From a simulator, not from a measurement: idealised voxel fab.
The document below concerns the process module designated voxel tone inversion.
The cross-section shown here is cut; it is 255 nm wide and divided into square cells measuring 5 nm on a side.
This document writes a cross-section as a grid whose cells are square, and gives it as bands, listed from the top down; one or more rows of cells form a band. Heights first: top, then bottom, in nm. Then materials, left to right, each with a width in nm. "edge to edge" on a single material: fills the band edge to edge. "empty": empty space. For the purposes of this specification, 0 denotes the height below which the wafer in its as-received condition is composed wholly of one material, and the lowermost band, lacking a lower limit, extends downward without end, as expressed in "0 -> down". It should be noted that a width expressed as "30..40" varies in equal increments from row to row of cells within the band, taking the value of the first number at the top row and that of the second number at the bottom row. What does "no alteration" mean for a step? It means no cell of the cross-section changed in that step. You'll see "Voids, enclosed" listing empty spaces that have no way open to the top, as long as they're 8 cells or more; the notation is width x height at distance, where the distance is from the left edge, and all of it is in nm. Read whatever lies past the settings on a step's line as the simulator's own remark about the step. overlay nm: how far to the right of its planned place the mask lay on this masked step (negative: to the left).
## These are the steps we planned for the process
| 1 | RECEIVE [material Si] |
| 2 | CONFORMAL_DEP [material SiCN] [thk nm 10] |
| 3 | DIRECTIONAL_DEP [material aC] [thk nm 20] |
| 4 | PATTERN [tone cover] [mask id POSTS] [material resist] [width nm 15] [pitch nm 50] [thk nm 25] [overlay nm 0] |
| 5 | DIRECTIONAL_ETCH [etch materials aC] [depth nm 20] |
| 6 | STRIP [etch materials resist] |
| 7 | FILL_DEP [material SiO2] [thk nm 10] |
| 8 | CMP [height nm 30] |
| 9 | STRIP [etch materials aC] |
Be aware that, although all wafers share a common starting state, the width nm at step 4 differs among them, and the plan displays the first wafer's value.
## As-received cross-section, first of several wafers, post step 1
- 0 -> down: Si edge to edge
- Voids, enclosed: none
## Row per wafer, end-of-module: cell gain (+)/loss (-) by material since the wafer came in, then closed voids
width nm 15, +102 SiCN, +156 SiO2, Voids, enclosed: none
width nm 20, +102 SiCN, +140 SiO2, Voids, enclosed: none
width nm 25, +102 SiCN, +124 SiO2, Voids, enclosed: none
width nm 30, +102 SiCN, +108 SiO2, Voids, enclosed: none
width nm 35, +102 SiCN, +92 SiO2, Voids, enclosed: none
